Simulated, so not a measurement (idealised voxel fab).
process module | voxel transistor to metal
cross-section cut | 160 nm wide | cells 5 nm
A cross-section is a grid of square cells, given in bands from the top down. A band is one or more rows of cells.
Each band's line starts with the height of the band's top and of its bottom, in nm. Then come its materials from left to right, each with its width in nm. One material with "throughout" fills the band from edge to edge. "air" is empty space.
Height 0 is the level under which the wafer as received is all one material. The lowest band goes on downwards, as in "0 down".
A width such as "30 to 40" changes by the same amount from each row of cells to the next, from the band's top row to its bottom row.
"no change" after a step means that no cell of the cross-section changed.
closed voids: empty space of 8 cells or more with no open way to the top, each as width x height at its distance from the left edge, in nm
after a step's settings: what the simulator itself notes on the step
overlay nm, on a step with a mask: how far to the right of its planned place the mask lay; to the left if negative
plan
1 op RECEIVE | material Si
2 op OXIDIZE | depth nm 5
3 op CONFORMAL_DEP | material SiN | thk nm 10
4 op PATTERN | tone cover | mask id ACTIVE | material resist | width nm 100 | thk nm 20 | overlay nm 0
5 op DIRECTIONAL_ETCH | etch materials SiN | depth nm 10
6 op DIRECTIONAL_ETCH | etch materials SiO2 | depth nm 5
7 op DIRECTIONAL_ETCH | etch materials Si | depth nm 30
8 op STRIP | etch materials resist
9 op OXIDIZE | depth nm 5
10 op FILL_DEP | material SiO2 | thk nm 5
11 op CMP | height nm 10
12 op SELECTIVE_ETCH | etch materials SiO2 | depth nm 5
13 op STRIP | etch materials SiN
14 op SELECTIVE_ETCH | etch materials SiO2 | depth nm 5
15 op OXIDIZE | depth nm 5
16 op DIRECTIONAL_DEP | material polySi | thk nm 25
17 op DIRECTIONAL_DEP | material SiCN | thk nm 15
18 op MASKED_ETCH | tone cover | mask id GATE | width nm 20 | etch materials SiCN | depth nm 25 | overlay nm 0
19 op MASKED_ETCH | tone cover | mask id GATE | width nm 20 | etch materials polySi | depth nm 35 | overlay nm 0
20 op CONFORMAL_DEP | material SiN | thk nm 5
21 op DIRECTIONAL_ETCH | etch materials SiN | depth nm 5
22 op DIRECTIONAL_ETCH | etch materials SiO2 | depth nm 5
23 op EPI | material nSi | thk nm 5
24 op FILL_DEP | material SiO2 | thk nm 5
25 op CMP | height nm 35
26 op DIRECTIONAL_DEP | material SiO2 | thk nm 15
27 op PATTERN | tone open | mask id CONTACT | material resist | width nm 20 | pitch nm 70 | thk nm 20 | overlay nm 0
28 op DIRECTIONAL_ETCH | etch materials SiO2 | depth nm 55
29 op STRIP | etch materials resist
30 op CONFORMAL_DEP | material TiN | thk nm 5
31 op FILL_DEP | material W | thk nm 10
32 op CMP | height nm 50
33 op CONFORMAL_DEP | material SiN | thk nm 5
34 op DIRECTIONAL_DEP | material lowk | thk nm 20
35 op PATTERN | tone open | mask id METAL_1 | material resist | width nm 20 | pitch nm 70 | thk nm 15 | overlay nm 0
36 op DIRECTIONAL_ETCH | etch materials lowk | depth nm 20
37 op DIRECTIONAL_ETCH | etch materials SiN | depth nm 5
38 op STRIP | etch materials resist
39 op CONFORMAL_DEP | material TiN | thk nm 5
40 op FILL_DEP | material Ru | thk nm 10
41 op CMP | height nm 75
42 op CONFORMAL_DEP | material SiCN | thk nm 5
43 op DIRECTIONAL_DEP | material lowk | thk nm 25
44 op DIRECTIONAL_DEP | material aC | thk nm 15
45 op PATTERN | tone open | mask id METAL_2_HOLES | material resist | width nm 15 | pitch nm 70 | thk nm 35 | overlay nm 0
46 op DIRECTIONAL_ETCH | etch materials aC | depth nm 15
47 op STRIP | etch materials resist
48 op DIRECTIONAL_ETCH | etch materials lowk | depth nm 25
49 op STRIP | etch materials aC
50 op PATTERN | tone open | mask id METAL_2 | material resist | width nm 20 | pitch nm 70 | thk nm 15 | overlay nm 0
51 op DIRECTIONAL_ETCH | etch materials lowk | depth nm 15
52 op DIRECTIONAL_ETCH | etch materials SiCN | depth nm 5
53 op STRIP | etch materials resist
54 op CONFORMAL_DEP | material TiN | thk nm 5
55 op FILL_DEP | material Cu | thk nm 10
56 op CMP | height nm 105
57 op CONFORMAL_DEP | material SiCN | thk nm 5
as received, after step 1
  0 down: Si throughout
  closed voids: none
a wafer at the end: this start, this plan, one mistake
  110 to 105: SiCN throughout
  105 to 95: lowk 35 | TiN 5 | Cu 10 | TiN 5 | lowk 50 | TiN 5 | Cu 10 | TiN 5 | lowk 35
  95 to 90: lowk 35 | TiN 5 | Cu 5 | TiN 10 | lowk 50 | TiN 5 | Cu 5 | TiN 10 | lowk 35
  90 to 80: lowk 35 | TiN 5 | Cu 5 | TiN 5 | lowk 55 | TiN 5 | Cu 5 | TiN 5 | lowk 40
  80 to 75: SiCN 35 | TiN 15 | SiCN 55 | TiN 15 | SiCN 40
  75 to 55: lowk 35 | TiN 5 | Ru 10 | TiN 5 | lowk 50 | TiN 5 | Ru 10 | TiN 5 | lowk 35
  55 to 50: SiN 35 | TiN 20 | SiN 50 | TiN 20 | SiN 35
  50 to 35: SiO2 35 | TiN 5 | W 10 | TiN 5 | SiO2 50 | TiN 5 | W 10 | TiN 5 | SiO2 35
  35 to 20: SiO2 35 | TiN 5 | W 10 | TiN 5 | SiO2 15 | SiN 5 | SiCN 20 | SiN 5 | SiO2 5 | TiN 5 | W 10 | TiN 5 | SiO2 35
  20 to 0: SiO2 35 | TiN 5 | W 10 | TiN 5 | SiO2 10 | SiN 5 | polySi 25 | SiN 5 | SiO2 5 | TiN 5 | W 10 | TiN 5 | SiO2 35
  0 to -5: SiO2 25 | SiN 5 | SiO2 5 | TiN 20 | SiO2 10 | SiN 5 | polySi 25 | SiN 5 | SiO2 5 | TiN 20 | SiO2 5 | SiN 5 | SiO2 25
  -5 to -10: SiO2 30 | nSi 35 | SiO2 35 | nSi 30 | SiO2 30
  -10 to -40: SiO2 35 | Si 90 | SiO2 35
  -40 down: Si throughout
  closed voids: none
what went wrong: step 18 ran as: op MASKED_ETCH | tone cover | mask id GATE | width nm 20 | etch materials SiCN | depth nm 25 | overlay nm 5
